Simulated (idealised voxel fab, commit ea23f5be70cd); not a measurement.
process module | voxel released beams
cross-section cut | 215 nm wide | cells 5 nm
A cross-section is a grid of square cells, given in bands from the top down. A band is one or more rows of cells.
Each band's line starts with the height of the band's top and of its bottom, in nm. Then come its materials from left to right, each with its width in nm. One material with "throughout" fills the band from edge to edge. "air" is empty space.
Height 0 is the level under which the wafer as received is all one material. The lowest band goes on downwards, as in "0 down".
A width such as "30 to 40" changes by the same amount from each row of cells to the next, from the band's top row to its bottom row.
"no change" after a step means that no cell of the cross-section changed.
closed voids: empty space of 8 cells or more with no open way to the top, each as width x height at its distance from the left edge, in nm
after a step's settings: what the simulator itself notes on the step
overlay nm, on a step with a mask: how far to the right of its planned place the mask lay; to the left if negative
plan
1 op RECEIVE | material Si
2 op CONFORMAL_DEP | material SiN | thk nm 5
3 op DIRECTIONAL_DEP | material SiO2 | thk nm 15
4 op DIRECTIONAL_DEP | material aC | thk nm 15
5 op PATTERN | tone open | mask id ANCHOR | material resist | width nm 30 | thk nm 35 | overlay nm 0
6 op DIRECTIONAL_ETCH | etch materials aC | depth nm 15
7 op STRIP | etch materials resist
8 op DIRECTIONAL_ETCH | etch materials SiO2 | depth nm 15
9 op STRIP | etch materials aC
10 op CONFORMAL_DEP | material TiN | thk nm 10
11 op DIRECTIONAL_DEP | material aC | thk nm 10
12 op PATTERN | tone cover | mask id BEAM | material resist | width nm 105 | thk nm 30 | overlay nm 0
13 op DIRECTIONAL_ETCH | etch materials aC | depth nm 10
14 op STRIP | etch materials resist
15 op DIRECTIONAL_ETCH | etch materials TiN | depth nm 10
16 op STRIP | etch materials aC
17 op STRIP | etch materials SiO2
first wafer, as planned
as received, after step 1
  0 down: Si throughout
  closed voids: none
after step 2
  5 to 0: SiN throughout
  below 0: unchanged
after step 3
  20 to 5: SiO2 throughout
  below 5: unchanged
after step 4
  35 to 20: aC throughout
  below 20: unchanged
after step 5
  70 to 35: resist 55 | air 30 | resist 130
  below 35: unchanged
after step 6
  55 to 35: resist 55 | air 30 | resist 130
  35 to 20: aC 55 | air 30 | aC 130
  below 20: unchanged
after step 7
  35 to 20: aC 55 | air 30 | aC 130
  below 20: unchanged
after step 8
  35 to 20: aC 55 | air 30 | aC 130
  20 to 5: SiO2 55 | air 30 | SiO2 130
  below 5: unchanged
after step 9
  20 to 5: SiO2 55 | air 30 | SiO2 130
  below 5: unchanged
after step 10
  30 to 20: TiN 65 | air 10 | TiN 140
  20 to 15: SiO2 55 | TiN 10 | air 10 | TiN 10 | SiO2 130
  15 to 5: SiO2 55 | TiN 30 | SiO2 130
  below 5: unchanged
after step 11
  40 to 30: aC 65 | air 10 | aC 140
  30 to 25: TiN 65 | air 10 | TiN 140
  25 to 20: TiN 65 | aC 10 | TiN 140
  20 to 15: SiO2 55 | TiN 10 | aC 10 | TiN 10 | SiO2 130
  below 15: unchanged
after step 12
  70 to 40: air 50 | resist 105 | air 60
  40 to 30: aC 65 | resist 10 | aC 140
  30 to 25: TiN 65 | resist 10 | TiN 140
  below 25: unchanged
after step 13
  60 to 40: air 50 | resist 105 | air 60
  40 to 30: air 50 | aC 15 | resist 10 | aC 80 | air 60
  below 30: unchanged
after step 14
  40 to 30: air 50 | aC 15 | air 10 | aC 80 | air 60
  30 to 25: TiN 65 | air 10 | TiN 140
  below 25: unchanged
after step 15
  40 to 30: air 50 | aC 15 | air 10 | aC 80 | air 60
  30 to 25: air 50 | TiN 15 | air 10 | TiN 80 | air 60
  25 to 20: air 50 | TiN 15 | aC 10 | TiN 80 | air 60
  below 20: unchanged
after step 16
  30 to 20: air 50 | TiN 15 | air 10 | TiN 80 | air 60
  20 to 15: SiO2 55 | TiN 10 | air 10 | TiN 10 | SiO2 130
  below 15: unchanged
after step 17
  30 to 20: air 50 | TiN 15 | air 10 | TiN 80 | air 60
  20 to 15: air 55 | TiN 10 | air 10 | TiN 10 | air 130
  15 to 5: air 55 | TiN 30 | air 130
  below 5: unchanged
second wafer: like start, like plan, one mistake. Through step 4 it matches the first wafer
when step 5 should have ended
  70 to 35: air 55 | resist 30 | air 130
  below 35: unchanged
when step 6 should have ended
  55 to 35: air 55 | resist 30 | air 130
  35 to 20: air 55 | aC 30 | air 130
  below 20: unchanged
when step 7 should have ended
  35 to 20: air 55 | aC 30 | air 130
  below 20: unchanged
when step 8 should have ended
  35 to 20: air 55 | aC 30 | air 130
  20 to 5: air 55 | SiO2 30 | air 130
  below 5: unchanged
when step 9 should have ended
  20 to 5: air 55 | SiO2 30 | air 130
  below 5: unchanged
when step 10 should have ended
  30 to 20: air 45 | TiN 50 | air 120
  20 to 15: air 45 | TiN 10 | SiO2 30 | TiN 10 | air 120
  15 to 5: TiN 55 | SiO2 30 | TiN 130
  below 5: unchanged
when step 11 should have ended
  40 to 30: air 45 | aC 50 | air 120
  30 to 25: air 45 | TiN 50 | air 120
  25 to 20: aC 45 | TiN 50 | aC 120
  20 to 15: aC 45 | TiN 10 | SiO2 30 | TiN 10 | aC 120
  below 15: unchanged
when step 12 should have ended
  70 to 40: air 50 | resist 105 | air 60
  40 to 30: air 45 | aC 50 | resist 60 | air 60
  30 to 25: air 45 | TiN 50 | resist 60 | air 60
  below 25: unchanged
when step 13 should have ended
  60 to 40: air 50 | resist 105 | air 60
  40 to 30: air 50 | aC 45 | resist 60 | air 60
  30 to 25: air 45 | TiN 50 | resist 60 | air 60
  25 to 20: air 45 | TiN 50 | aC 60 | air 60
  20 to 15: air 45 | TiN 10 | SiO2 30 | TiN 10 | aC 60 | air 60
  below 15: unchanged
when step 14 should have ended
  40 to 30: air 50 | aC 45 | air 120
  30 to 25: air 45 | TiN 50 | air 120
  below 25: unchanged
when step 15 should have ended
  40 to 30: air 50 | aC 45 | air 120
  30 to 25: air 50 | TiN 45 | air 120
  25 to 20: air 50 | TiN 45 | aC 60 | air 60
  20 to 15: air 45 | TiN 10 | SiO2 30 | TiN 10 | aC 60 | air 60
  15 to 5: air 45 | TiN 10 | SiO2 30 | TiN 70 | air 60
  below 5: unchanged
when step 16 should have ended
  30 to 20: air 50 | TiN 45 | air 120
  20 to 15: air 45 | TiN 10 | SiO2 30 | TiN 10 | air 120
  below 15: unchanged
when step 17 should have ended: no change
what went wrong: step 5 ran as: op PATTERN | tone cover | mask id ANCHOR | material resist | width nm 30 | thk nm 35 | overlay nm 0
at the end the second wafer has, in cells: 18 more of SiO2
